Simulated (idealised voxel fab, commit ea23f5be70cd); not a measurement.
Process module under the name voxel gate over fins
Xsec cut, 235 nm wide, square cell size 5 nm.
Think of the cross-section as a grid of square cells. We describe it in bands, top to bottom, and each band covers one or more rows of those cells.
Quick guide to a band line: top height, bottom height (nm) up front; then every material left to right with its width in nm. Only one material and it's marked "throughout"? Then it fills the band edge to edge. And "empty" just means empty space.
Basically, 0 is our baseline, since under it the wafer straight out of the box is all one material. The bottom band has no lower end and keeps on going down, so it looks like "top 0, no bottom".
So if you see something like "30 to 40" for the width, read it as the top row of the band sitting at the first number and the bottom row at the second, with every row in between moving by the same amount as the last.
"no alterations made" means the step left every cell of the cross-section as it was.
Each empty space that has no open way to the top and spans at least 8 cells appears under "Voids lacking openings" as width x height at distance, the distance counted from the left edge, all in nm.
Whatever follows a step's settings on its line is a remark the simulator itself makes about that step.
overlay nm: on a step with a mask, how far right of its planned place the mask lay; negative means left.
Listed below are the process steps as planned
1: RECEIVE | material Si
2: CONFORMAL_DEP | material SiN | thk nm 5
3: PATTERN | tone cover | mask id FINS | material resist | width nm 15 | pitch nm 35 | thk nm 15 | overlay nm 0
4: DIRECTIONAL_ETCH | etch materials SiN | depth nm 5
5: DIRECTIONAL_ETCH | etch materials Si | depth nm 35
6: STRIP | etch materials resist
7: FILL_DEP | material SiO2 | thk nm 15
8: CMP | height nm 5
9: SELECTIVE_ETCH | etch materials SiO2 | depth nm 15
10: STRIP | etch materials SiN
11: CONFORMAL_DEP | material HfO2 | thk nm 5
12: CONFORMAL_DEP | material TiN | thk nm 5
13: CONFORMAL_DEP | material TiAl | thk nm 5
14: CONFORMAL_DEP | material TiN | thk nm 5
15: FILL_DEP | material W | thk nm 15
16: CMP | height nm 30
17: CONFORMAL_DEP | material SiCN | thk nm 5
Cross-section of the wafer upon arrival, representing the state reached after step 1
	top 0, no bottom  Si throughout
	Voids lacking openings: none
End state of the module in cross-section, given the above starting point and plan and one mistake in execution
	top 45, bottom 30  SiCN throughout
	top 30, bottom 20  W throughout
	top 20, bottom 15  W 70 nm; TiN 90 nm; W 75 nm
	top 15, bottom 10  W 70 nm; TiN 5 nm; TiAl 80 nm; TiN 5 nm; W 75 nm
	top 10, bottom 5  TiN 75 nm; TiAl 5 nm; TiN 70 nm; TiAl 5 nm; TiN 80 nm
	top 5, bottom 0  TiAl 80 nm; TiN 5 nm; HfO2 25 nm; TiN 10 nm; HfO2 25 nm; TiN 5 nm; TiAl 85 nm
	top 0, bottom -5  TiN 85 nm; HfO2 5 nm; Si 15 nm; HfO2 5 nm; TiN 10 nm; HfO2 5 nm; Si 15 nm; HfO2 5 nm; TiN 90 nm
	top -5, bottom -10  HfO2 90 nm; Si 15 nm; HfO2 20 nm; Si 15 nm; HfO2 95 nm
	top -10, bottom -35  SiO2 90 nm; Si 15 nm; SiO2 20 nm; Si 15 nm; SiO2 95 nm
	top -35, no bottom  Si throughout
	Voids lacking openings: none
Diagnosis: so step 17 ended up running with a different setting than we planned, it ran as CONFORMAL_DEP | material SiCN | thk nm 15
